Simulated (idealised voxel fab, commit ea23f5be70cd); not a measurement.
Process module name: voxel lift off
For reference, the cross-section in this document is cut, with width 285 nm and square cells of 5 nm.
Cross-section, as written here: a square-cell grid given band by band from the top down, where a band holds one or more rows of cells.
This entry defines a band. It first specifies the height of the band's top and the height of its bottom in nm, and then specifies the band's materials from left to right, stating each material with its width in nm. The word "all across" identifies a single material that fills the band from edge to edge, while the word "blank" identifies empty space.
All heights in this document are referenced to 0, defined as the level beneath which the wafer, as received, consists entirely of one material. The lowest band is not bounded below; it extends indefinitely downward and is written in the form "0..down".
Width spec "30 to 40" -> top row of cells at first value, bottom row at second value, equal per-row change in between.
A step reported as "remains unaltered" is a step in which no cell of the cross-section changed.
"Unvented voids" lists enclosed empty spaces (at least 8 cells, no open path upward to the top), each as width x height at distance from the left edge, in nm.
It should be noted that, on the line of a given step, the content following the step's settings is a remark produced by the simulator itself with respect to that step.
A step's line can hold "overlay nm"; with a mask on that step, the setting says how far right of the planned place the mask lay, while a negative setting says it lay to the left.
Process steps (planned):
| 1 | op RECEIVE | material Si |
| 2 | op CONFORMAL_DEP | material Al2O3 | thk nm 5 |
| 3 | op PATTERN | tone open | mask id LINES | material resist | width nm 15 | pitch nm 40 | thk nm 25 | overlay nm 0 |
| 4 | op DIRECTIONAL_DEP | material Ru | thk nm 15 |
| 5 | op STRIP | etch materials resist |
| 6 | op CONFORMAL_DEP | material SiN | thk nm 5 |
Wafer cross-section on receipt, i.e. after step 1:
- 0..down: Si all across
- Unvented voids: none
Look at the cross-section after the module: the wafer started out the way shown above and the plan was the one shown above, yet one mistake was made along the way:
- 25..20: 80 of blank / 25 of SiN / 15 of blank / 25 of SiN / 15 of blank / 25 of SiN / 15 of blank / 25 of SiN / 60 of blank
- 20..10: 80 of blank / 5 of SiN / 15 of Ru / 5 of SiN / 15 of blank / 5 of SiN / 15 of Ru / 5 of SiN / 15 of blank / 5 of SiN / 15 of Ru / 5 of SiN / 15 of blank / 5 of SiN / 15 of Ru / 5 of SiN / 60 of blank
- 10..5: 85 of SiN / 15 of Ru / 25 of SiN / 15 of Ru / 25 of SiN / 15 of Ru / 25 of SiN / 15 of Ru / 65 of SiN
- 5..0: Al2O3 all across
- 0..down: Si all across
- Unvented voids: none
Run error: off-plan run, step 3, actual operation and settings op PATTERN | tone open | mask id LINES | material resist | width nm 15 | pitch nm 40 | thk nm 25 | overlay nm 10
